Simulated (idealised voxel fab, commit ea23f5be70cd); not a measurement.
Proc. module: voxel spacer lines
Square cell edge 5 nm, section width 240 nm, ID cut.
Each cross-section below is a grid of square cells, stated as bands in top-down order, with one or more rows of cells making up each band. Each band's line starts with the height of the band's top and of its bottom, in nm. Then come its materials from left to right, each with its width in nm. One material with "everywhere" fills the band from edge to edge. "air" is empty space. For the purposes of this specification, 0 denotes the height below which the wafer in its as-received condition is composed wholly of one material, and the lowermost band, lacking a lower limit, extends downward without end, as expressed in "0..down". Think of "30 to 40" as a width that walks from the first number to the second as you go down the band, top row to bottom row, taking equal-sized steps from row to row. The designation "all unchanged", where it is given for a processing step, indicates that no cell of the cross-section was altered in the course of that step. Basically, "Fully sealed voids" tells you about the enclosed voids: empty spaces with no open way to the top, 8 cells or bigger, each written width x height at distance, where distance is from the left edge, all in nm. Read whatever lies past the settings on a step's line as the simulator's own remark about the step. overlay nm, on a step with a mask: how far to the right of its planned place the mask lay; to the left if negative.

[The steps planned for the process are as follows]
step 1: RECEIVE,material Si
step 2: CONFORMAL_DEP,material SiO2,thk nm 5
step 3: DIRECTIONAL_DEP,material TiN,thk nm 20
step 4: DIRECTIONAL_DEP,material aC,thk nm 20
step 5: PATTERN,tone cover,mask id MANDREL,material resist,width nm 20,pitch nm 70,thk nm 30,overlay nm 0
step 6: DIRECTIONAL_ETCH,etch materials aC,depth nm 20
step 7: STRIP,etch materials resist
step 8: CONFORMAL_DEP,material SiN,thk nm 15
step 9: DIRECTIONAL_ETCH,etch materials SiN,depth nm 15
step 10: STRIP,etch materials aC
step 11: DIRECTIONAL_ETCH,etch materials TiN,depth nm 20
step 12: STRIP,etch materials SiN
step 13: FILL_DEP,material SiO2,thk nm 5
step 14: CMP,height nm 25

[Account of the first of two wafers, which was processed as intended]

[Received-state cross-section, reflecting completion of step 1]
    0..down = Si everywhere
    Fully sealed voids: none

[Wafer after step 2 (cross-section)]
    5..0 = SiO2 everywhere
    Below a height of 0, the structure has not been altered.

[Wafer after step 3 (cross-section)]
    25..5 = TiN everywhere
    Below a height of 5, the structure has not been altered.

[Wafer after step 4 (cross-section)]
    45..25 = aC everywhere
    Below a height of 25, the structure has not been altered.

[Wafer after step 5 (cross-section)]
    75..45 = air=75 / resist=20 / air=50 / resist=20 / air=75
    Below a height of 45, the structure has not been altered.

[Wafer after step 6 (cross-section)]
    55..45 = air=75 / resist=20 / air=50 / resist=20 / air=75
    45..25 = air=75 / aC=20 / air=50 / aC=20 / air=75
    Below a height of 25, the structure has not been altered.

[Wafer after step 7 (cross-section)]
    45..25 = air=75 / aC=20 / air=50 / aC=20 / air=75
    Below a height of 25, the structure has not been altered.

[Wafer after step 8 (cross-section)]
    60..45 = air=60 / SiN=50 / air=20 / SiN=50 / air=60
    45..40 = air=60 / SiN=15 / aC=20 / SiN=15 / air=20 / SiN=15 / aC=20 / SiN=15 / air=60
    40..25 = SiN=75 / aC=20 / SiN=50 / aC=20 / SiN=75
    Below a height of 25, the structure has not been altered.

[Wafer after step 9 (cross-section)]
    45..25 = air=60 / SiN=15 / aC=20 / SiN=15 / air=20 / SiN=15 / aC=20 / SiN=15 / air=60
    Below a height of 25, the structure has not been altered.

[Wafer after step 10 (cross-section)]
    45..25 = air=60 / SiN=15 / air=20 / SiN=15 / air=20 / SiN=15 / air=20 / SiN=15 / air=60
    Below a height of 25, the structure has not been altered.

[Wafer after step 11 (cross-section)]
    45..25 = air=60 / SiN=15 / air=20 / SiN=15 / air=20 / SiN=15 / air=20 / SiN=15 / air=60
    25..5 = air=60 / TiN=15 / air=20 / TiN=15 / air=20 / TiN=15 / air=20 / TiN=15 / air=60
    Below a height of 5, the structure has not been altered.

[Wafer after step 12 (cross-section)]
    25..5 = air=60 / TiN=15 / air=20 / TiN=15 / air=20 / TiN=15 / air=20 / TiN=15 / air=60
    Below a height of 5, the structure has not been altered.

[Wafer after step 13 (cross-section)]
    30..25 = SiO2 everywhere
    25..5 = SiO2=60 / TiN=15 / SiO2=20 / TiN=15 / SiO2=20 / TiN=15 / SiO2=20 / TiN=15 / SiO2=60
    Below a height of 5, the structure has not been altered.

[Wafer after step 14 (cross-section)]
    25..5 = SiO2=60 / TiN=15 / SiO2=20 / TiN=15 / SiO2=20 / TiN=15 / SiO2=20 / TiN=15 / SiO2=60
    Below a height of 5, the structure has not been altered.

[The second wafer was prepared from the same starting point and under the same plan as the first; its processing contained one mistake, and it remains indistinguishable from the first wafer up to and including step 2]

[Cross-section of the second wafer at the time step 3 of the plan should have ended]
    25..0 = SiO2 everywhere
    Below a height of 0, the structure has not been altered.

[Cross-section of the second wafer at the time step 4 of the plan should have ended]
    45..25 = aC everywhere
    Below a height of 25, the structure has not been altered.

[Cross-section of the second wafer at the time step 5 of the plan should have ended]
    75..45 = air=75 / resist=20 / air=50 / resist=20 / air=75
    Below a height of 45, the structure has not been altered.

[Cross-section of the second wafer at the time step 6 of the plan should have ended]
    55..45 = air=75 / resist=20 / air=50 / resist=20 / air=75
    45..25 = air=75 / aC=20 / air=50 / aC=20 / air=75
    Below a height of 25, the structure has not been altered.

[Cross-section of the second wafer at the time step 7 of the plan should have ended]
    45..25 = air=75 / aC=20 / air=50 / aC=20 / air=75
    Below a height of 25, the structure has not been altered.

[Cross-section of the second wafer at the time step 8 of the plan should have ended]
    60..45 = air=60 / SiN=50 / air=20 / SiN=50 / air=60
    45..40 = air=60 / SiN=15 / aC=20 / SiN=15 / air=20 / SiN=15 / aC=20 / SiN=15 / air=60
    40..25 = SiN=75 / aC=20 / SiN=50 / aC=20 / SiN=75
    Below a height of 25, the structure has not been altered.

[Cross-section of the second wafer at the time step 9 of the plan should have ended]
    45..25 = air=60 / SiN=15 / aC=20 / SiN=15 / air=20 / SiN=15 / aC=20 / SiN=15 / air=60
    Below a height of 25, the structure has not been altered.

[Cross-section of the second wafer at the time step 10 of the plan should have ended]
    45..25 = air=60 / SiN=15 / air=20 / SiN=15 / air=20 / SiN=15 / air=20 / SiN=15 / air=60
    Below a height of 25, the structure has not been altered.

Cross-section of the second wafer at the time step 11 of the plan should have ended: all unchanged

[Cross-section of the second wafer at the time step 12 of the plan should have ended]
    25..0 = SiO2 everywhere
    Below a height of 0, the structure has not been altered.

[Cross-section of the second wafer at the time step 13 of the plan should have ended]
    30..0 = SiO2 everywhere
    Below a height of 0, the structure has not been altered.

[Cross-section of the second wafer at the time step 14 of the plan should have ended]
    25..0 = SiO2 everywhere
    Below a height of 0, the structure has not been altered.
what went wrong: step 3 went in with a setting other than planned; the actual run was DIRECTIONAL_DEP,material SiO2,thk nm 20
The closing comparison, in cells, has the second wafer with more or fewer of some materials than the first: SiO2 +48 | TiN -48
